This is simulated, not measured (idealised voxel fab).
voxel ribs on slabs: a process module
The cross-section on display is named cut; it measures 190 nm wide, and its cells are 5 nm squares.
For the purposes of this document, a cross-section shall be understood as a grid of square cells, specified as bands listed in top-to-bottom order, each band consisting of one or more rows of cells.
This entry defines a band. It first specifies the height of the band's top and the height of its bottom in nm, and then specifies the band's materials from left to right, stating each material with its width in nm. The word "edge to edge" identifies a single material that fills the band from edge to edge, while the word "air" identifies empty space.
Heights from 0 (as-received wafer is one material below). Bottom band endless downward, as "z 0 and below".
The width entry "30->40" should be interpreted row by row: the top row of cells in the band takes the first number, the bottom row takes the second number, and the change between adjacent rows is uniform throughout.
Step marked "no modifications"? Then no cell in the cross-section changed in it.
The label "Closed void roster" introduces a list of the empty spaces, 8 cells or larger, that have no open way up to the top; each entry in it reads width x height at distance, where the distance is taken from the left edge and all three are stated in nm.
Note: text after step settings on the step line = simulator remark on that step.
overlay nm: step with mask; distance mask lay right of planned place; negative value = left of planned place.
## plan
1 RECEIVE [material Si]
2 DIRECTIONAL_DEP [material SiO2] [thk nm 30]
3 DIRECTIONAL_DEP [material polySi] [thk nm 20]
4 PATTERN [tone cover] [mask id RIB] [material resist] [width nm 30] [thk nm 20] [overlay nm 0]
5 DIRECTIONAL_ETCH [etch materials polySi] [depth nm 15]
6 STRIP [etch materials resist]
7 PATTERN [tone cover] [mask id SLAB] [material resist] [width nm 80] [thk nm 15] [overlay nm 0]
8 DIRECTIONAL_ETCH [etch materials polySi] [depth nm 5]
9 STRIP [etch materials resist]
10 FILL_DEP [material SiO2] [thk nm 20]
11 CMP [height nm 60]
12 DIRECTIONAL_DEP [material W] [thk nm 5]
13 MASKED_ETCH [tone cover] [mask id HEATER] [width nm 40] [etch materials W] [depth nm 5] [overlay nm 0]
14 CONFORMAL_DEP [material SiO2] [thk nm 5]
## Concerning the first of two wafers, which was run in accordance with the plan
## So this is the incoming wafer in cross-section - it's already been through step 1
	z 0 and below  Si edge to edge
	Closed void roster: none
## Cross-section: wafer state after step 2
	z 30 to 0  SiO2 edge to edge
	Lower than 0, everything is as it was.
## Cross-section: wafer state after step 3
	z 50 to 30  polySi edge to edge
	Lower than 30, everything is as it was.
## Cross-section: wafer state after step 4
	z 70 to 50  air: 80, then resist: 30, then air: 80
	Lower than 50, everything is as it was.
## Cross-section: wafer state after step 5
	z 70 to 50  air: 80, then resist: 30, then air: 80
	z 50 to 35  air: 80, then polySi: 30, then air: 80
	Lower than 35, everything is as it was.
## Cross-section: wafer state after step 6
	z 50 to 35  air: 80, then polySi: 30, then air: 80
	Lower than 35, everything is as it was.
## Cross-section: wafer state after step 7
	z 65 to 50  air: 55, then resist: 80, then air: 55
	z 50 to 35  air: 55, then resist: 25, then polySi: 30, then resist: 25, then air: 55
	Lower than 35, everything is as it was.
## Cross-section: wafer state after step 8
	z 65 to 50  air: 55, then resist: 80, then air: 55
	z 50 to 35  air: 55, then resist: 25, then polySi: 30, then resist: 25, then air: 55
	z 35 to 30  air: 55, then polySi: 80, then air: 55
	Lower than 30, everything is as it was.
## Cross-section: wafer state after step 9
	z 50 to 35  air: 80, then polySi: 30, then air: 80
	Lower than 35, everything is as it was.
## Cross-section: wafer state after step 10
	z 70 to 50  SiO2 edge to edge
	z 50 to 35  SiO2: 80, then polySi: 30, then SiO2: 80
	z 35 to 30  SiO2: 55, then polySi: 80, then SiO2: 55
	Lower than 30, everything is as it was.
## Cross-section: wafer state after step 11
	z 60 to 50  SiO2 edge to edge
	Lower than 50, everything is as it was.
## Cross-section: wafer state after step 12
	z 65 to 60  W edge to edge
	Lower than 60, everything is as it was.
## Cross-section: wafer state after step 13
	z 65 to 60  air: 75, then W: 40, then air: 75
	Lower than 60, everything is as it was.
## Cross-section: wafer state after step 14
	z 70 to 65  air: 70, then SiO2: 50, then air: 70
	z 65 to 60  SiO2: 75, then W: 40, then SiO2: 75
	Lower than 60, everything is as it was.
## The second wafer began exactly as the first did and followed the same plan, but one mistake was made while running it; through step 2 inclusive, the two wafers are identical
## Second wafer, sectioned view, at step 3's planned end time
	z 70 to 30  polySi edge to edge
	Lower than 30, everything is as it was.
## Second wafer, sectioned view, at step 4's planned end time
	z 90 to 70  air: 80, then resist: 30, then air: 80
	Lower than 70, everything is as it was.
## Second wafer, sectioned view, at step 5's planned end time
	z 90 to 70  air: 80, then resist: 30, then air: 80
	z 70 to 55  air: 80, then polySi: 30, then air: 80
	Lower than 55, everything is as it was.
## Second wafer, sectioned view, at step 6's planned end time
	z 70 to 55  air: 80, then polySi: 30, then air: 80
	Lower than 55, everything is as it was.
## Second wafer, sectioned view, at step 7's planned end time
	z 85 to 70  air: 55, then resist: 80, then air: 55
	z 70 to 55  air: 55, then resist: 25, then polySi: 30, then resist: 25, then air: 55
	Lower than 55, everything is as it was.
## Second wafer, sectioned view, at step 8's planned end time
	z 85 to 70  air: 55, then resist: 80, then air: 55
	z 70 to 55  air: 55, then resist: 25, then polySi: 30, then resist: 25, then air: 55
	z 55 to 50  air: 55, then polySi: 80, then air: 55
	Lower than 50, everything is as it was.
## Second wafer, sectioned view, at step 9's planned end time
	z 70 to 55  air: 80, then polySi: 30, then air: 80
	Lower than 55, everything is as it was.
## Second wafer, sectioned view, at step 10's planned end time
	z 90 to 70  SiO2 edge to edge
	z 70 to 55  SiO2: 80, then polySi: 30, then SiO2: 80
	z 55 to 50  SiO2: 55, then polySi: 80, then SiO2: 55
	Lower than 50, everything is as it was.
## Second wafer, sectioned view, at step 11's planned end time
	z 60 to 50  SiO2: 80->55, then polySi: 30->80, then SiO2: 80->55
	Lower than 50, everything is as it was.
## Second wafer, sectioned view, at step 12's planned end time
	z 65 to 60  W edge to edge
	Lower than 60, everything is as it was.
## Second wafer, sectioned view, at step 13's planned end time
	z 65 to 60  air: 75, then W: 40, then air: 75
	Lower than 60, everything is as it was.
## Second wafer, sectioned view, at step 14's planned end time
	z 70 to 65  air: 70, then SiO2: 50, then air: 70
	z 65 to 60  SiO2: 75, then W: 40, then SiO2: 75
	Lower than 60, everything is as it was.
Deviation from plan: step 3, plan: ran twice
FYI, end of process, the second wafer has more or fewer cells of some materials than the first: SiO2: 140 fewer; polySi: 140 more
